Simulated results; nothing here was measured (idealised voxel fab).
Proc. module: voxel self aligned contacts
Cross-section cut spans 235 nm and uses square cells 5 nm in size.
Notation: cross-section as square-cell grid; stated in bands, top first, going down; one or more cell rows per band.
Look at the band entry: it leads with the top's height and the bottom's height in nm. Then it lists the materials left to right, with a width in nm for each. The word "all across" on a single material says that material fills the band edge to edge. The word "air" is empty space.
Heights from 0 (as-received wafer is one material below). Bottom band endless downward, as "0..down".
A two-number width, for instance "30..40", indicates that the width is equal to the first number in the top row of the band and to the second number in the bottom row, and that it changes by a constant amount per row of cells.
"remained the same" (step): cross-section cells unchanged, all of them.
If an empty space has no open way to the top and is at least 8 cells in size, "Unvented voids" lists it, written width x height at distance, where distance is measured from the left edge and every value is in nm.
Text after the settings on a step's line: the simulator's own remark on that step.
The optional step-line setting "overlay nm" applies to steps with a mask and quantifies how far to the right of its planned location the mask lay, a negative value indicating leftward placement.
Planned step list for the process
1. RECEIVE: material Si
2. CONFORMAL_DEP: material SiO2, thk nm 5
3. DIRECTIONAL_DEP: material polySi, thk nm 30
4. DIRECTIONAL_DEP: material SiN, thk nm 15
5. PATTERN: tone cover, mask id GATE, material resist, width nm 25, pitch nm 50, thk nm 20, overlay nm 0
6. DIRECTIONAL_ETCH: etch materials SiN, depth nm 15
7. DIRECTIONAL_ETCH: etch materials polySi, depth nm 30
8. STRIP: etch materials resist
9. CONFORMAL_DEP: material SiN, thk nm 5
10. DIRECTIONAL_ETCH: etch materials SiN, depth nm 5
11. FILL_DEP: material SiO2, thk nm 15
12. CMP: height nm 60
13. PATTERN: tone open, mask id CONTACT, material resist, width nm 35, pitch nm 50, thk nm 15, overlay nm 0
14. DIRECTIONAL_ETCH: etch materials SiO2, depth nm 60
15. STRIP: etch materials resist
16. CONFORMAL_DEP: material TiN, thk nm 5
17. FILL_DEP: material Ru, thk nm 10
18. CMP: height nm 60
19. CONFORMAL_DEP: material SiCN, thk nm 5
So this is the incoming wafer in cross-section - it's already been through step 1
    0..down = Si all across
    Unvented voids: none
The module was run from the start shown above using the plan shown above, but one mistake was made doing it; the resulting wafer cross-section is below
    65..60 = SiCN all across
    60..55 = Ru: 70, then TiN: 5, then SiO2: 35, then TiN: 5, then Ru: 5, then TiN: 5, then SiO2: 35, then TiN: 5, then Ru: 70
    55..50 = Ru: 45, then TiN: 30, then SiO2: 35, then TiN: 15, then SiO2: 35, then TiN: 30, then Ru: 45
    50..35 = Ru: 45, then TiN: 5, then SiN: 35, then SiO2: 15, then SiN: 35, then SiO2: 15, then SiN: 35, then TiN: 5, then Ru: 45
    35..5 = Ru: 45, then TiN: 5, then SiN: 5, then polySi: 25, then SiN: 5, then SiO2: 15, then SiN: 5, then polySi: 25, then SiN: 5, then SiO2: 15, then SiN: 5, then polySi: 25, then SiN: 5, then TiN: 5, then Ru: 45
    5..0 = TiN: 50, then SiO2: 135, then TiN: 50
    0..down = Si all across
    Unvented voids: none
Nonconformance to the process plan: contrary to plan, step 13 was performed as PATTERN: tone cover, mask id CONTACT, material resist, width nm 35, pitch nm 50, thk nm 15, overlay nm 0
